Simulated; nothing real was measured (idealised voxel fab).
process module | voxel gate over fins
Section cut is 165 nm wide and gridded with 5 nm square cells.
Cross-section, as written here: a square-cell grid given band by band from the top down, where a band holds one or more rows of cells. Per band: top height and bottom height in nm, followed by the left-to-right materials and their widths in nm; "everywhere" marks a single material spanning edge to edge, "air" marks empty space. For the purposes of this specification, 0 denotes the height below which the wafer in its as-received condition is composed wholly of one material, and the lowermost band, lacking a lower limit, extends downward without end, as expressed in "z 0 and below". So if you see something like "30->40" for the width, read it as the top row of the band sitting at the first number and the bottom row at the second, with every row in between moving by the same amount as the last. "stayed the same" after a step means that no cell of the cross-section changed. "Completely sealed voids" means: voids of 8 cells or more that are shut off from the top with no open way through. Written width x height at distance, distance from the left edge, in nm. Read whatever lies past the settings on a step's line as the simulator's own remark about the step. overlay nm: step with mask; distance mask lay right of planned place; negative value = left of planned place.
### These are the steps we planned for the process
| 1 | op RECEIVE | material Si |
| 2 | op CONFORMAL_DEP | material SiN | thk nm 5 |
| 3 | op MASKED_ETCH | tone cover | mask id FINS | width nm 15 | pitch nm 45 | etch materials SiN | depth nm 5 | overlay nm 0 |
| 4 | op MASKED_ETCH | tone cover | mask id FINS | width nm 15 | pitch nm 45 | etch materials Si | depth nm 30 | overlay nm 0 |
| 5 | op OXIDIZE | depth nm 5 |
| 6 | op FILL_DEP | material SiO2 | thk nm 10 |
| 7 | op CMP | height nm 5 |
| 8 | op SELECTIVE_ETCH | etch materials SiO2 | depth nm 20 |
| 9 | op STRIP | etch materials SiN |
| 10 | op CONFORMAL_DEP | material HfO2 | thk nm 5 |
| 11 | op CONFORMAL_DEP | material TiN | thk nm 5 |
| 12 | op FILL_DEP | material W | thk nm 15 |
| 13 | op CMP | height nm 20 |
| 14 | op CONFORMAL_DEP | material SiN | thk nm 10 |
### Here's what the wafer looked like in cross-section when it arrived - that's after step 1
> z 0 and below  Si everywhere
> Completely sealed voids: none
### Cross-sectional image of the first of two wafers at the end of the module, the run having proceeded as planned
> z 30 to 20  SiN everywhere
> z 20 to 10  W everywhere
> z 10 to 5  25 nm W; 25 nm TiN; 20 nm W; 25 nm TiN; 20 nm W; 25 nm TiN; 25 nm W
> z 5 to 0  25 nm W; 5 nm TiN; 15 nm HfO2; 5 nm TiN; 20 nm W; 5 nm TiN; 15 nm HfO2; 5 nm TiN; 20 nm W; 5 nm TiN; 15 nm HfO2; 5 nm TiN; 25 nm W
> z 0 to -5  25 nm W; 5 nm TiN; 5 nm HfO2; 5 nm Si; 5 nm HfO2; 5 nm TiN; 20 nm W; 5 nm TiN; 5 nm HfO2; 5 nm Si; 5 nm HfO2; 5 nm TiN; 20 nm W; 5 nm TiN; 5 nm HfO2; 5 nm Si; 5 nm HfO2; 5 nm TiN; 25 nm W
> z -5 to -10  30 nm TiN; 5 nm HfO2; 5 nm Si; 5 nm HfO2; 30 nm TiN; 5 nm HfO2; 5 nm Si; 5 nm HfO2; 30 nm TiN; 5 nm HfO2; 5 nm Si; 5 nm HfO2; 30 nm TiN
> z -10 to -15  35 nm HfO2; 5 nm Si; 40 nm HfO2; 5 nm Si; 40 nm HfO2; 5 nm Si; 35 nm HfO2
> z -15 to -35  35 nm SiO2; 5 nm Si; 40 nm SiO2; 5 nm Si; 40 nm SiO2; 5 nm Si; 35 nm SiO2
> z -35 and below  Si everywhere
> Completely sealed voids: none
### Second wafer cross-section at end of module - shared start and plan with the first, one mistake in the run
> z 30 to 20  SiN everywhere
> z 20 to 10  W everywhere
> z 10 to 5  15 nm W; 25 nm TiN; 20 nm W; 25 nm TiN; 20 nm W; 25 nm TiN; 35 nm W
> z 5 to 0  15 nm W; 5 nm TiN; 15 nm HfO2; 15 nm TiN; 10 nm W; 5 nm TiN; 15 nm HfO2; 15 nm TiN; 10 nm W; 5 nm TiN; 15 nm HfO2; 15 nm TiN; 25 nm W
> z 0 to -5  15 nm W; 5 nm TiN; 5 nm HfO2; 5 nm Si; 15 nm HfO2; 5 nm TiN; 10 nm W; 5 nm TiN; 5 nm HfO2; 5 nm Si; 15 nm HfO2; 5 nm TiN; 10 nm W; 5 nm TiN; 5 nm HfO2; 5 nm Si; 15 nm HfO2; 5 nm TiN; 25 nm W
> z -5 to -10  20 nm TiN; 5 nm HfO2; 15 nm Si; 5 nm HfO2; 20 nm TiN; 5 nm HfO2; 15 nm Si; 5 nm HfO2; 20 nm TiN; 5 nm HfO2; 15 nm Si; 5 nm HfO2; 30 nm TiN
> z -10 to -15  25 nm HfO2; 15 nm Si; 30 nm HfO2; 15 nm Si; 30 nm HfO2; 15 nm Si; 35 nm HfO2
> z -15 to -35  25 nm SiO2; 15 nm Si; 30 nm SiO2; 15 nm Si; 30 nm SiO2; 15 nm Si; 35 nm SiO2
> z -35 and below  Si everywhere
> Completely sealed voids: none
Short version of what went wrong: rather than as planned, step 3 actually ran as op MASKED_ETCH | tone cover | mask id FINS | width nm 15 | pitch nm 45 | etch materials SiN | depth nm 5 | overlay nm -10
The closing comparison, in cells, has the second wafer with more or fewer of some materials than the first: 36 more of Si; 24 fewer of SiO2; 12 fewer of W
